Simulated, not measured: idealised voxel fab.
The process module presented herein is designated voxel tone inversion.
Cross-section cut: width 165 nm, square cells of 5 nm.
If you're reading a cross-section in this doc, picture square cells in a grid; it comes to you as bands, top ones listed first down to the bottom, and a band can be one or more rows of cells.
Band: top and bottom heights (nm) first, top before bottom; then materials from left to right, widths in nm. "edge to edge" marks a sole material filling the band edge to edge. "blank" denotes empty space.
Height is counted from the level 0, under which the received wafer is composed throughout of one material. The lowest of the bands is not closed at the bottom but continues downward, in the notation "0 -> down".
Width: "30->40" (first number = top row, second number = bottom row, same change from row to row of cells).
The designation "same as before", where it is given for a processing step, indicates that no cell of the cross-section was altered in the course of that step.
"Closed empty spaces" means: voids of 8 cells or more that are shut off from the top with no open way through. Written width x height at distance, distance from the left edge, in nm.
On a step's line, text after the settings is the simulator commenting on that step.
The setting "overlay nm" may be written on the line of a step. When the step uses a mask, the value reports how far to the right of the planned place the mask lay, and a negative value reports that it lay to the left.

Steps planned for the process:
step 1: RECEIVE, material Si
step 2: CONFORMAL_DEP, material SiCN, thk nm 5
step 3: DIRECTIONAL_DEP, material polySi, thk nm 15
step 4: PATTERN, tone cover, mask id POSTS, material resist, width nm 15, pitch nm 40, thk nm 20, overlay nm 0
step 5: DIRECTIONAL_ETCH, etch materials polySi, depth nm 15
step 6: STRIP, etch materials resist
step 7: FILL_DEP, material SiO2, thk nm 5
step 8: CMP, height nm 20
step 9: STRIP, etch materials polySi

The first of the two wafers, which ran as planned:

The cross-section here shows the wafer as received, i.e. in its state after step 1:
    0 -> down  Si edge to edge
    Closed empty spaces: none

Wafer after step 2 (cross-section):
    5 -> 0  SiCN edge to edge
    Nothing below the height 0 has changed.

Wafer after step 3 (cross-section):
    20 -> 5  polySi edge to edge
    Nothing below the height 5 has changed.

Wafer after step 4 (cross-section):
    40 -> 20  blank 55 | resist 15 | blank 25 | resist 15 | blank 55
    Nothing below the height 20 has changed.

Wafer after step 5 (cross-section):
    40 -> 20  blank 55 | resist 15 | blank 25 | resist 15 | blank 55
    20 -> 5  blank 55 | polySi 15 | blank 25 | polySi 15 | blank 55
    Nothing below the height 5 has changed.

Wafer after step 6 (cross-section):
    20 -> 5  blank 55 | polySi 15 | blank 25 | polySi 15 | blank 55
    Nothing below the height 5 has changed.

Wafer after step 7 (cross-section):
    25 -> 20  SiO2 edge to edge
    20 -> 5  SiO2 55 | polySi 15 | SiO2 25 | polySi 15 | SiO2 55
    Nothing below the height 5 has changed.

Wafer after step 8 (cross-section):
    20 -> 5  SiO2 55 | polySi 15 | SiO2 25 | polySi 15 | SiO2 55
    Nothing below the height 5 has changed.

Wafer after step 9 (cross-section):
    20 -> 5  SiO2 55 | blank 15 | SiO2 25 | blank 15 | SiO2 55
    Nothing below the height 5 has changed.

Second wafer - shared start and plan with the first - one error in running - same as the first up to step 3 inclusive:

X-section, second wafer, when step 4 was due to finish:
    40 -> 20  blank 50 | resist 15 | blank 25 | resist 15 | blank 60
    Nothing below the height 20 has changed.

X-section, second wafer, when step 5 was due to finish:
    40 -> 20  blank 50 | resist 15 | blank 25 | resist 15 | blank 60
    20 -> 5  blank 50 | polySi 15 | blank 25 | polySi 15 | blank 60
    Nothing below the height 5 has changed.

X-section, second wafer, when step 6 was due to finish:
    20 -> 5  blank 50 | polySi 15 | blank 25 | polySi 15 | blank 60
    Nothing below the height 5 has changed.

X-section, second wafer, when step 7 was due to finish:
    25 -> 20  SiO2 edge to edge
    20 -> 5  SiO2 50 | polySi 15 | SiO2 25 | polySi 15 | SiO2 60
    Nothing below the height 5 has changed.

X-section, second wafer, when step 8 was due to finish:
    20 -> 5  SiO2 50 | polySi 15 | SiO2 25 | polySi 15 | SiO2 60
    Nothing below the height 5 has changed.

X-section, second wafer, when step 9 was due to finish:
    20 -> 5  SiO2 50 | blank 15 | SiO2 25 | blank 15 | SiO2 60
    Nothing below the height 5 has changed.
Want to know what went wrong? off-plan run, step 4, actual operation and settings PATTERN, tone cover, mask id POSTS, material resist, width nm 15, pitch nm 40, thk nm 20, overlay nm -5
Matching per-material cell counts, mismatched positions: that is how the second wafer compares with the first at the end.
